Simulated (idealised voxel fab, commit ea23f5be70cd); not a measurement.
process module | voxel air gaps
cross-section cut | 285 nm wide | cells 5 nm
A cross-section is a grid of square cells, given in bands from the top down. A band is one or more rows of cells.
Each band's line starts with the height of the band's top and of its bottom, in nm. Then come its materials from left to right, each with its width in nm. One material with "throughout" fills the band from edge to edge. "air" is empty space.
Height 0 is the level under which the wafer as received is all one material. The lowest band goes on downwards, as in "0 down".
A width such as "30 to 40" changes by the same amount from each row of cells to the next, from the band's top row to its bottom row.
"no change" after a step means that no cell of the cross-section changed.
closed voids: empty space of 8 cells or more with no open way to the top, each as width x height at its distance from the left edge, in nm
after a step's settings: what the simulator itself notes on the step
overlay nm, on a step with a mask: how far to the right of its planned place the mask lay; to the left if negative
plan
1 op RECEIVE | material Si
2 op CONFORMAL_DEP | material SiO2 | thk nm 10
3 op CONFORMAL_DEP | material SiN | thk nm 5
4 op DIRECTIONAL_DEP | material lowk | thk nm 40
5 op PATTERN | tone open | mask id LINES | material resist | width nm 15 | pitch nm 45 | thk nm 15 | overlay nm 0
6 op DIRECTIONAL_ETCH | etch materials lowk | depth nm 40
7 op STRIP | etch materials resist
8 op CONFORMAL_DEP | material TiN | thk nm 5
9 op FILL_DEP | material W | thk nm 5
10 op CMP | height nm 55
11 op EPI | material Ru | thk nm 10
12 op SELECTIVE_ETCH | etch materials lowk | depth nm 50
13 op CONFORMAL_DEP | material SiN | thk nm 5
first wafer, as planned
as received, after step 1
  0 down: Si throughout
  closed voids: none
after step 2
  10 to 0: SiO2 throughout
  below 0: unchanged
after step 3
  15 to 10: SiN throughout
  below 10: unchanged
after step 4
  55 to 15: lowk throughout
  below 15: unchanged
after step 5
  70 to 55: resist 90 | air 15 | resist 30 | air 15 | resist 30 | air 15 | resist 90
  below 55: unchanged
after step 6
  70 to 55: resist 90 | air 15 | resist 30 | air 15 | resist 30 | air 15 | resist 90
  55 to 15: lowk 90 | air 15 | lowk 30 | air 15 | lowk 30 | air 15 | lowk 90
  below 15: unchanged
after step 7
  55 to 15: lowk 90 | air 15 | lowk 30 | air 15 | lowk 30 | air 15 | lowk 90
  below 15: unchanged
after step 8
  60 to 55: TiN 95 | air 5 | TiN 40 | air 5 | TiN 40 | air 5 | TiN 95
  55 to 20: lowk 90 | TiN 5 | air 5 | TiN 5 | lowk 30 | TiN 5 | air 5 | TiN 5 | lowk 30 | TiN 5 | air 5 | TiN 5 | lowk 90
  20 to 15: lowk 90 | TiN 15 | lowk 30 | TiN 15 | lowk 30 | TiN 15 | lowk 90
  below 15: unchanged
after step 9
  65 to 60: W throughout
  60 to 55: TiN 95 | W 5 | TiN 40 | W 5 | TiN 40 | W 5 | TiN 95
  55 to 20: lowk 90 | TiN 5 | W 5 | TiN 5 | lowk 30 | TiN 5 | W 5 | TiN 5 | lowk 30 | TiN 5 | W 5 | TiN 5 | lowk 90
  below 20: unchanged
after step 10
  55 to 20: lowk 90 | TiN 5 | W 5 | TiN 5 | lowk 30 | TiN 5 | W 5 | TiN 5 | lowk 30 | TiN 5 | W 5 | TiN 5 | lowk 90
  below 20: unchanged
after step 11
  65 to 55: air 80 | Ru 35 | air 10 | Ru 35 | air 10 | Ru 35 | air 80
  below 55: unchanged
after step 12
  65 to 55: air 80 | Ru 35 | air 10 | Ru 35 | air 10 | Ru 35 | air 80
  55 to 20: air 90 | TiN 5 | W 5 | TiN 5 | air 30 | TiN 5 | W 5 | TiN 5 | air 30 | TiN 5 | W 5 | TiN 5 | air 90
  20 to 15: air 90 | TiN 15 | air 30 | TiN 15 | air 30 | TiN 15 | air 90
  below 15: unchanged
after step 13
  70 to 65: air 75 | SiN 135 | air 75
  65 to 55: air 75 | SiN 5 | Ru 35 | SiN 10 | Ru 35 | SiN 10 | Ru 35 | SiN 5 | air 75
  55 to 50: air 75 | SiN 15 | TiN 5 | W 5 | TiN 5 | SiN 30 | TiN 5 | W 5 | TiN 5 | SiN 30 | TiN 5 | W 5 | TiN 5 | SiN 15 | air 75
  50 to 20: air 85 | SiN 5 | TiN 5 | W 5 | TiN 5 | SiN 5 | air 20 | SiN 5 | TiN 5 | W 5 | TiN 5 | SiN 5 | air 20 | SiN 5 | TiN 5 | W 5 | TiN 5 | SiN 5 | air 85
  20 to 15: SiN 90 | TiN 15 | SiN 30 | TiN 15 | SiN 30 | TiN 15 | SiN 90
  below 15: unchanged
  closed voids: 20 x 30 at 110; 20 x 30 at 155
second wafer: like start, like plan, one mistake. Through step 12 it matches the first wafer
when step 13 should have ended
  70 to 65: air 75 | TiN 135 | air 75
  65 to 55: air 75 | TiN 5 | Ru 35 | TiN 10 | Ru 35 | TiN 10 | Ru 35 | TiN 5 | air 75
  55 to 50: air 75 | TiN 20 | W 5 | TiN 40 | W 5 | TiN 40 | W 5 | TiN 20 | air 75
  50 to 20: air 85 | TiN 10 | W 5 | TiN 10 | air 20 | TiN 10 | W 5 | TiN 10 | air 20 | TiN 10 | W 5 | TiN 10 | air 85
  20 to 15: TiN throughout
  below 15: unchanged
  closed voids: 20 x 30 at 110; 20 x 30 at 155
what went wrong: step 13 ran as: op CONFORMAL_DEP | material TiN | thk nm 5
at the end the second wafer has, in cells: 141 fewer of SiN | 141 more of TiN
